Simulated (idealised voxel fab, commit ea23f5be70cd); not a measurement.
Presented below is a process module, voxel ribs on slabs.
265 nm wide, 5 nm square cells: that's cross-section cut.
Cross-sections here: square-cell grids, written as top-down lists of bands, a band being one or more rows of cells.
Heights first: top, then bottom, in nm. Then materials, left to right, each with a width in nm. "everywhere" on a single material: fills the band edge to edge. "air": empty space.
Counting heights begins at 0, where everything beneath is, in the wafer as received, one material. The lowest band has no bottom; it goes on downwards, as "0 and below" shows.
Think of "30..40" as a width that walks from the first number to the second as you go down the band, top row to bottom row, taking equal-sized steps from row to row.
"nothing different" (step): cross-section cells unchanged, all of them.
The entry titled "Voids, enclosed" provides the empty spaces that have no open way to the top, restricted to those of 8 cells or more. Each is presented as width x height at distance, the distance being measured from the left edge, with all three in nm.
That trailing text on a step's line, after the settings, is the simulator's own remark on the step.
The "overlay nm" setting may appear on a step's line; for a step that uses a mask, it gives how far to the right of its planned position the mask lay, and a negative value indicates the left.

These are the steps we planned for the process
| 1 | RECEIVE, material Si |
| 2 | DIRECTIONAL_DEP, material SiO2, thk nm 30 |
| 3 | DIRECTIONAL_DEP, material SiN, thk nm 25 |
| 4 | PATTERN, tone cover, mask id RIB, material resist, width nm 20, thk nm 15, overlay nm 0 |
| 5 | DIRECTIONAL_ETCH, etch materials SiN, depth nm 15 |
| 6 | STRIP, etch materials resist |
| 7 | PATTERN, tone cover, mask id SLAB, material resist, width nm 70, thk nm 20, overlay nm 0 |
| 8 | DIRECTIONAL_ETCH, etch materials SiN, depth nm 10 |
| 9 | STRIP, etch materials resist |
| 10 | FILL_DEP, material SiO2, thk nm 15 |
| 11 | CMP, height nm 65 |
| 12 | DIRECTIONAL_DEP, material W, thk nm 5 |
| 13 | PATTERN, tone cover, mask id HEATER, material resist, width nm 30, thk nm 15, overlay nm 0 |
| 14 | DIRECTIONAL_ETCH, etch materials W, depth nm 5 |
| 15 | STRIP, etch materials resist |
| 16 | CONFORMAL_DEP, material SiO2, thk nm 10 |

First of two wafers, processed according to plan

Wafer cross-section on receipt, i.e. after step 1
  0 and below  Si everywhere
  Voids, enclosed: none

Step 2 complete: cross-section through the wafer
  30 down to 0  SiO2 everywhere
  All layers under 0 are left as they were.

Step 3 complete: cross-section through the wafer
  55 down to 30  SiN everywhere
  All layers under 30 are left as they were.

Step 4 complete: cross-section through the wafer
  70 down to 55  air 120 / resist 20 / air 125
  All layers under 55 are left as they were.

Step 5 complete: cross-section through the wafer
  70 down to 55  air 120 / resist 20 / air 125
  55 down to 40  air 120 / SiN 20 / air 125
  All layers under 40 are left as they were.

Step 6 complete: cross-section through the wafer
  55 down to 40  air 120 / SiN 20 / air 125
  All layers under 40 are left as they were.

Step 7 complete: cross-section through the wafer
  75 down to 55  air 95 / resist 70 / air 100
  55 down to 40  air 95 / resist 25 / SiN 20 / resist 25 / air 100
  All layers under 40 are left as they were.

Step 8 complete: cross-section through the wafer
  75 down to 55  air 95 / resist 70 / air 100
  55 down to 40  air 95 / resist 25 / SiN 20 / resist 25 / air 100
  40 down to 30  air 95 / SiN 70 / air 100
  All layers under 30 are left as they were.

Step 9 complete: cross-section through the wafer
  55 down to 40  air 120 / SiN 20 / air 125
  All layers under 40 are left as they were.

Step 10 complete: cross-section through the wafer
  70 down to 55  SiO2 everywhere
  55 down to 40  SiO2 120 / SiN 20 / SiO2 125
  40 down to 30  SiO2 95 / SiN 70 / SiO2 100
  All layers under 30 are left as they were.

Step 11 complete: cross-section through the wafer
  65 down to 55  SiO2 everywhere
  All layers under 55 are left as they were.

Step 12 complete: cross-section through the wafer
  70 down to 65  W everywhere
  All layers under 65 are left as they were.

Step 13 complete: cross-section through the wafer
  85 down to 70  air 115 / resist 30 / air 120
  All layers under 70 are left as they were.

Step 14 complete: cross-section through the wafer
  85 down to 70  air 115 / resist 30 / air 120
  70 down to 65  air 115 / W 30 / air 120
  All layers under 65 are left as they were.

Step 15 complete: cross-section through the wafer
  70 down to 65  air 115 / W 30 / air 120
  All layers under 65 are left as they were.

Step 16 complete: cross-section through the wafer
  80 down to 75  air 105 / SiO2 50 / air 110
  75 down to 70  SiO2 everywhere
  70 down to 65  SiO2 115 / W 30 / SiO2 120
  All layers under 65 are left as they were.

Second wafer, same starting state and plan as the first, one mistake in the run, identical through step 2

Second wafer, section view, time point: scheduled end of step 3
  80 down to 30  SiN everywhere
  All layers under 30 are left as they were.

Second wafer, section view, time point: scheduled end of step 4
  95 down to 80  air 120 / resist 20 / air 125
  All layers under 80 are left as they were.

Second wafer, section view, time point: scheduled end of step 5
  95 down to 80  air 120 / resist 20 / air 125
  80 down to 65  air 120 / SiN 20 / air 125
  All layers under 65 are left as they were.

Second wafer, section view, time point: scheduled end of step 6
  80 down to 65  air 120 / SiN 20 / air 125
  All layers under 65 are left as they were.

Second wafer, section view, time point: scheduled end of step 7
  100 down to 80  air 95 / resist 70 / air 100
  80 down to 65  air 95 / resist 25 / SiN 20 / resist 25 / air 100
  All layers under 65 are left as they were.

Second wafer, section view, time point: scheduled end of step 8
  100 down to 80  air 95 / resist 70 / air 100
  80 down to 65  air 95 / resist 25 / SiN 20 / resist 25 / air 100
  65 down to 55  air 95 / SiN 70 / air 100
  All layers under 55 are left as they were.

Second wafer, section view, time point: scheduled end of step 9
  80 down to 65  air 120 / SiN 20 / air 125
  All layers under 65 are left as they were.

Second wafer, section view, time point: scheduled end of step 10
  95 down to 80  SiO2 everywhere
  80 down to 65  SiO2 120 / SiN 20 / SiO2 125
  65 down to 55  SiO2 95 / SiN 70 / SiO2 100
  All layers under 55 are left as they were.

Second wafer, section view, time point: scheduled end of step 11
  65 down to 55  SiO2 95 / SiN 70 / SiO2 100
  All layers under 55 are left as they were.

Second wafer, section view, time point: scheduled end of step 12
  70 down to 65  W everywhere
  All layers under 65 are left as they were.

Second wafer, section view, time point: scheduled end of step 13
  85 down to 70  air 115 / resist 30 / air 120
  All layers under 70 are left as they were.

Second wafer, section view, time point: scheduled end of step 14
  85 down to 70  air 115 / resist 30 / air 120
  70 down to 65  air 115 / W 30 / air 120
  All layers under 65 are left as they were.

Second wafer, section view, time point: scheduled end of step 15
  70 down to 65  air 115 / W 30 / air 120
  All layers under 65 are left as they were.

Second wafer, section view, time point: scheduled end of step 16
  80 down to 75  air 105 / SiO2 50 / air 110
  75 down to 70  SiO2 everywhere
  70 down to 65  SiO2 115 / W 30 / SiO2 120
  All layers under 65 are left as they were.
Plan not followed: execution of plan step 3 occurred twice
It is noted that, at the conclusion of processing, the second wafer exhibits a higher or lower cell count for certain materials relative to the first: SiN +253 | SiO2 -253
